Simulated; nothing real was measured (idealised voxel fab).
Process module under the name voxel capacitor over wiring
For reference, the cross-section in this document is cut, with width 145 nm and square cells of 5 nm.
The cross-sections in this document take the form of a grid made of square cells. They are written out as bands, in order from top to bottom. Each band consists of one or more rows of cells.
The entry gives the band's vertical extent as a top height and a bottom height in nm, then its horizontal make-up as materials from left to right, each with a width in nm. "air" stands for empty space; a single material marked "throughout" fills the band edge to edge.
Zero point of the height axis is 0; under it, received wafer = one material. Lowest band: continues down indefinitely, "0..down".
It should be noted that a width expressed as "30..40" varies in equal increments from row to row of cells within the band, taking the value of the first number at the top row and that of the second number at the bottom row.
When a step is marked "nothing altered", none of the cells in the cross-section changed during that step.
Closed empty spaces (no open way to the top) of 8 cells or more are what "Cavities, sealed" lists, each as width x height at distance from the left edge, nm for all three.
On each step's line, the part that comes after the settings is the simulator's own comment on the step.
overlay nm: for a step with a mask, the amount by which the mask lay right of where it was planned; a negative amount means left of it.
[Planned process steps]
- 1: op RECEIVE | material Si
- 2: op CONFORMAL_DEP | material SiO2 | thk nm 15
- 3: op CONFORMAL_DEP | material SiCN | thk nm 5
- 4: op DIRECTIONAL_DEP | material lowk | thk nm 15
- 5: op PATTERN | tone open | mask id METAL_1 | material resist | width nm 25 | pitch nm 90 | thk nm 15 | overlay nm 0
- 6: op DIRECTIONAL_ETCH | etch materials lowk | depth nm 15
- 7: op DIRECTIONAL_ETCH | etch materials SiCN | depth nm 5
- 8: op STRIP | etch materials resist
- 9: op CONFORMAL_DEP | material TiN | thk nm 5
- 10: op FILL_DEP | material Ru | thk nm 5
- 11: op CMP | height nm 35
- 12: op EPI | material Ru | thk nm 5
- 13: op FILL_DEP | material SiCN | thk nm 5
- 14: op DIRECTIONAL_DEP | material lowk | thk nm 10
- 15: op MASKED_ETCH | tone open | mask id PLUG_1 | width nm 15 | etch materials lowk | depth nm 10 | overlay nm 0
- 16: op MASKED_ETCH | tone open | mask id PLUG_1 | width nm 15 | etch materials SiCN | depth nm 5 | overlay nm 0
- 17: op CONFORMAL_DEP | material TiN | thk nm 5
- 18: op FILL_DEP | material Ru | thk nm 5
- 19: op CMP | height nm 55
- 20: op DIRECTIONAL_DEP | material TiN | thk nm 10
- 21: op DIRECTIONAL_DEP | material SiN | thk nm 5
- 22: op DIRECTIONAL_DEP | material TiN | thk nm 5
- 23: op PATTERN | tone cover | mask id UPPER_PLATE | material resist | width nm 70 | thk nm 20 | overlay nm 0
- 24: op DIRECTIONAL_ETCH | etch materials TiN | depth nm 5
- 25: op DIRECTIONAL_ETCH | etch materials SiN | depth nm 5
- 26: op STRIP | etch materials resist
- 27: op MASKED_ETCH | tone cover | mask id LOWER_PLATE | width nm 80 | etch materials TiN | depth nm 10 | overlay nm 0
- 28: op FILL_DEP | material SiO2 | thk nm 15
- 29: op CMP | height nm 85
- 30: op PATTERN | tone open | mask id PLUG_2 | material resist | width nm 15 | thk nm 20 | overlay nm 0
- 31: op DIRECTIONAL_ETCH | etch materials SiO2 | depth nm 10
- 32: op STRIP | etch materials resist
- 33: op CONFORMAL_DEP | material TiN | thk nm 5
- 34: op FILL_DEP | material Ru | thk nm 10
- 35: op CMP | height nm 85
- 36: op CONFORMAL_DEP | material SiCN | thk nm 5
[As received (post step 1): cross-section]
  0..down | Si throughout
  Cavities, sealed: none
[What the wafer looks like in cross-section after this module, when it starts as shown above and follows the plan above but one mistake is made in running it]
  90..85 | SiCN throughout
  85..80 | SiO2 45 / TiN 5 / Ru 5 / TiN 5 / SiO2 85
  80..70 | SiO2 45..25 / TiN 15..70 / SiO2 85..50
  70..65 | SiO2 25 / SiN 70 / SiO2 50
  65..55 | SiO2 20 / TiN 80 / SiO2 45
  55..45 | lowk 25 / TiN 5 / Ru 5 / TiN 5 / lowk 105
  45..40 | SiCN 25 / TiN 15 / SiCN 105
  40..35 | SiCN 10 / Ru 35 / SiCN 55 / Ru 35 / SiCN 10
  35..20 | lowk 15 / TiN 5 / Ru 15 / TiN 5 / lowk 65 / TiN 5 / Ru 15 / TiN 5 / lowk 15
  20..15 | SiCN 15 / TiN 25 / SiCN 65 / TiN 25 / SiCN 15
  15..0 | SiO2 throughout
  0..down | Si throughout
  Cavities, sealed: none
Against the plan, the run slipped here: for step 30, the planned setting was not used; the step was instead run as op PATTERN | tone open | mask id PLUG_2 | material resist | width nm 15 | thk nm 20 | overlay nm 10
